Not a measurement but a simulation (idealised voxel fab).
process module | voxel self aligned vias
cross-section cut | 210 nm wide | cells 5 nm
A cross-section is a grid of square cells, given in bands from the top down. A band is one or more rows of cells.
Each band's line starts with the height of the band's top and of its bottom, in nm. Then come its materials from left to right, each with its width in nm. One material with "throughout" fills the band from edge to edge. "air" is empty space.
Height 0 is the level under which the wafer as received is all one material. The lowest band goes on downwards, as in "0 down".
A width such as "30 to 40" changes by the same amount from each row of cells to the next, from the band's top row to its bottom row.
"no change" after a step means that no cell of the cross-section changed.
closed voids: empty space of 8 cells or more with no open way to the top, each as width x height at its distance from the left edge, in nm
after a step's settings: what the simulator itself notes on the step
overlay nm, on a step with a mask: how far to the right of its planned place the mask lay; to the left if negative
plan
1 op RECEIVE | material Si
2 op CONFORMAL_DEP | material SiO2 | thk nm 15
3 op CONFORMAL_DEP | material SiCN | thk nm 5
4 op DIRECTIONAL_DEP | material lowk | thk nm 20
5 op DIRECTIONAL_DEP | material aC | thk nm 10
6 op PATTERN | tone open | mask id LINES | material resist | width nm 25 | pitch nm 65 | thk nm 25 | overlay nm 0
7 op DIRECTIONAL_ETCH | etch materials aC | depth nm 10
8 op STRIP | etch materials resist
9 op DIRECTIONAL_ETCH | etch materials lowk | depth nm 20
10 op STRIP | etch materials aC
11 op CONFORMAL_DEP | material TiN | thk nm 5
12 op FILL_DEP | material Ru | thk nm 10
13 op CMP | height nm 40
14 op SELECTIVE_ETCH | etch materials W Ru TiN | depth nm 10
15 op FILL_DEP | material SiN | thk nm 10
16 op CMP | height nm 40
17 op DIRECTIONAL_DEP | material lowk | thk nm 15
18 op PATTERN | tone open | mask id VIAS | material resist | width nm 45 | pitch nm 65 | thk nm 15 | overlay nm 0
19 op DIRECTIONAL_ETCH | etch materials lowk | depth nm 15
20 op DIRECTIONAL_ETCH | etch materials SiN | depth nm 10
21 op STRIP | etch materials resist
22 op CONFORMAL_DEP | material TiN | thk nm 5
23 op FILL_DEP | material W | thk nm 5
24 op CMP | height nm 55
25 op CONFORMAL_DEP | material SiN | thk nm 5
as received, after step 1
  0 down: Si throughout
  closed voids: none
first wafer at the end, as planned
  60 to 55: SiN throughout
  55 to 45: lowk 15 | TiN 5 | W 35 | TiN 5 | lowk 20 | TiN 5 | W 35 | TiN 5 | lowk 20 | TiN 5 | W 35 | TiN 5 | lowk 20
  45 to 35: lowk 15 to 25 | TiN 15 to 5 | W 15 | TiN 15 to 5 | lowk 20 to 40 | TiN 15 to 5 | W 15 | TiN 15 to 5 | lowk 20 to 40 | TiN 15 to 5 | W 15 | TiN 15 to 5 | lowk 20 to 30
  35 to 30: lowk 25 | TiN 25 | lowk 40 | TiN 25 | lowk 40 | TiN 25 | lowk 30
  30 to 25: lowk 25 | TiN 5 | Ru 15 | TiN 5 | lowk 40 | TiN 5 | Ru 15 | TiN 5 | lowk 40 | TiN 5 | Ru 15 | TiN 5 | lowk 30
  25 to 20: lowk 25 | TiN 25 | lowk 40 | TiN 25 | lowk 40 | TiN 25 | lowk 30
  20 to 15: SiCN throughout
  15 to 0: SiO2 throughout
  0 down: Si throughout
  closed voids: none
second wafer at the end: like start, like plan, one mistake
  60 to 55: SiN throughout
  55 to 45: lowk 15 | TiN 5 | W 35 | TiN 5 | lowk 20 | TiN 5 | W 35 | TiN 5 | lowk 20 | TiN 5 | W 35 | TiN 5 | lowk 20
  45 to 35: lowk 15 to 25 | TiN 15 to 5 | W 15 | TiN 15 to 5 | lowk 20 to 40 | TiN 15 to 5 | W 15 | TiN 15 to 5 | lowk 20 to 40 | TiN 15 to 5 | W 15 | TiN 15 to 5 | lowk 20 to 30
  35 to 30: lowk 25 | TiN 25 | lowk 40 | TiN 25 | lowk 40 | TiN 25 | lowk 30
  30 to 25: SiCN throughout
  25 to 0: SiO2 throughout
  0 down: Si throughout
  closed voids: none
what went wrong: step 2 ran as: op CONFORMAL_DEP | material SiO2 | thk nm 25
at the end the second wafer has, in cells: 9 fewer of Ru | 84 more of SiO2 | 21 fewer of TiN | 54 fewer of lowk
